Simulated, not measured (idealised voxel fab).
process module | voxel trench capacitor
cross-section cut | 220 nm wide | cells 5 nm
A cross-section is a grid of square cells, given in bands from the top down. A band is one or more rows of cells.
Each band's line starts with the height of the band's top and of its bottom, in nm. Then come its materials from left to right, each with its width in nm. One material with "throughout" fills the band from edge to edge. "air" is empty space.
Height 0 is the level under which the wafer as received is all one material. The lowest band goes on downwards, as in "0 down".
A width such as "30 to 40" changes by the same amount from each row of cells to the next, from the band's top row to its bottom row.
"no change" after a step means that no cell of the cross-section changed.
closed voids: empty space of 8 cells or more with no open way to the top, each as width x height at its distance from the left edge, in nm
after a step's settings: what the simulator itself notes on the step
overlay nm, on a step with a mask: how far to the right of its planned place the mask lay; to the left if negative
plan
1 op RECEIVE | material Si
2 op CONFORMAL_DEP | material SiN | thk nm 5
3 op DIRECTIONAL_DEP | material aC | thk nm 10
4 op PATTERN | tone open | mask id TRENCH | material resist | width nm 25 | pitch nm 40 | thk nm 25 | overlay nm 0
5 op DIRECTIONAL_ETCH | etch materials aC | depth nm 10
6 op STRIP | etch materials resist
7 op DIRECTIONAL_ETCH | etch materials SiN | depth nm 5
8 op DIRECTIONAL_ETCH | etch materials Si | depth nm 25
9 op STRIP | etch materials aC
10 op CONFORMAL_DEP | material SiO2 | thk nm 5
11 op FILL_DEP | material polySi | thk nm 5
12 op CMP | height nm 5
as received, after step 1
  0 down: Si throughout
  closed voids: none
first wafer at the end, as planned
  5 to 0: SiN 35 | SiO2 5 | polySi 15 | SiO2 5 | SiN 15 | SiO2 5 | polySi 15 | SiO2 5 | SiN 15 | SiO2 5 | polySi 15 | SiO2 5 | SiN 15 | SiO2 5 | polySi 15 | SiO2 5 | SiN 40
  0 to -20: Si 35 | SiO2 5 | polySi 15 | SiO2 5 | Si 15 | SiO2 5 | polySi 15 | SiO2 5 | Si 15 | SiO2 5 | polySi 15 | SiO2 5 | Si 15 | SiO2 5 | polySi 15 | SiO2 5 | Si 40
  -20 to -25: Si 35 | SiO2 25 | Si 15 | SiO2 25 | Si 15 | SiO2 25 | Si 15 | SiO2 25 | Si 40
  -25 down: Si throughout
  closed voids: none
second wafer at the end: like start, like plan, one mistake
  5 to 0: SiN 35 | SiO2 5 | polySi 15 | SiO2 5 | SiN 15 | SiO2 5 | polySi 15 | SiO2 5 | SiN 15 | SiO2 5 | polySi 15 | SiO2 5 | SiN 15 | SiO2 5 | polySi 15 | SiO2 5 | SiN 40
  0 to -45: Si 35 | SiO2 5 | polySi 15 | SiO2 5 | Si 15 | SiO2 5 | polySi 15 | SiO2 5 | Si 15 | SiO2 5 | polySi 15 | SiO2 5 | Si 15 | SiO2 5 | polySi 15 | SiO2 5 | Si 40
  -45 to -50: Si 35 | SiO2 25 | Si 15 | SiO2 25 | Si 15 | SiO2 25 | Si 15 | SiO2 25 | Si 40
  -50 down: Si throughout
  closed voids: none
what went wrong: step 8 was run twice
at the end the second wafer has, in cells: 100 fewer of Si | 40 more of SiO2 | 60 more of polySi
